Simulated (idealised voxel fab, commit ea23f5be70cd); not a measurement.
Process module name: voxel ribs on slabs
The figure presents cross-section cut, which has a width of 285 nm and is divided into square cells with an edge length of 5 nm.
When this document writes out a cross-section, it uses a grid of square cells and lists it as bands, beginning at the top and moving down, with a band standing for one or more rows of cells. Band: top and bottom heights (nm) first, top before bottom; then materials from left to right, widths in nm. "full width" marks a sole material filling the band edge to edge. "empty" denotes empty space. Below 0: as-received wafer, all one material; heights counted from there. Lowest band: no bottom, goes on down, written "0 and below". Graded width ("30..40"): value in top row of band = first number; value in bottom row = second number; row-to-row change constant. "no change", as given for a step, is the statement that not any cell of the cross-section underwent a change during that step. Each empty space that has no open way to the top and spans at least 8 cells appears under "Cavities, sealed" as width x height at distance, the distance counted from the left edge, all in nm. On each step's line, the part that comes after the settings is the simulator's own comment on the step. overlay nm: step with mask; distance mask lay right of planned place; negative value = left of planned place.
Intended process steps
1 RECEIVE: material Si
2 DIRECTIONAL_DEP: material SiO2, thk nm 20
3 DIRECTIONAL_DEP: material SiN, thk nm 20
4 DIRECTIONAL_DEP: material aC, thk nm 15
5 PATTERN: tone cover, mask id RIB, material resist, width nm 20, thk nm 30, overlay nm 0
6 DIRECTIONAL_ETCH: etch materials aC, depth nm 15
7 STRIP: etch materials resist
8 DIRECTIONAL_ETCH: etch materials SiN, depth nm 5
9 STRIP: etch materials aC
10 DIRECTIONAL_DEP: material aC, thk nm 15
11 PATTERN: tone cover, mask id SLAB, material resist, width nm 70, thk nm 30, overlay nm 0
12 DIRECTIONAL_ETCH: etch materials aC, depth nm 15
13 STRIP: etch materials resist
14 DIRECTIONAL_ETCH: etch materials SiN, depth nm 15
15 STRIP: etch materials aC
16 FILL_DEP: material SiO2, thk nm 25
17 CMP: height nm 55
18 DIRECTIONAL_DEP: material W, thk nm 10
19 PATTERN: tone cover, mask id HEATER, material resist, width nm 30, thk nm 20, overlay nm 0
20 DIRECTIONAL_ETCH: etch materials W, depth nm 10
21 STRIP: etch materials resist
22 CONFORMAL_DEP: material SiN, thk nm 10
As-received state of the wafer in cross-section, equivalent to post-step 1
  0 and below = Si full width
  Cavities, sealed: none
The module was run from the start shown above using the plan shown above, but one mistake was made doing it; the resulting wafer cross-section is below
  75 down to 65 = empty 115 nm; SiN 50 nm; empty 120 nm
  65 down to 55 = SiN 125 nm; W 30 nm; SiN 130 nm
  55 down to 40 = SiO2 full width
  40 down to 35 = SiO2 130 nm; SiN 20 nm; SiO2 135 nm
  35 down to 20 = SiO2 110 nm; SiN 65 nm; SiO2 110 nm
  20 down to 0 = SiO2 full width
  0 and below = Si full width
  Cavities, sealed: none
Short version of what went wrong: step 11 was processed under conditions differing from the plan, specifically as PATTERN: tone cover, mask id SLAB, material resist, width nm 65, thk nm 30, overlay nm 0
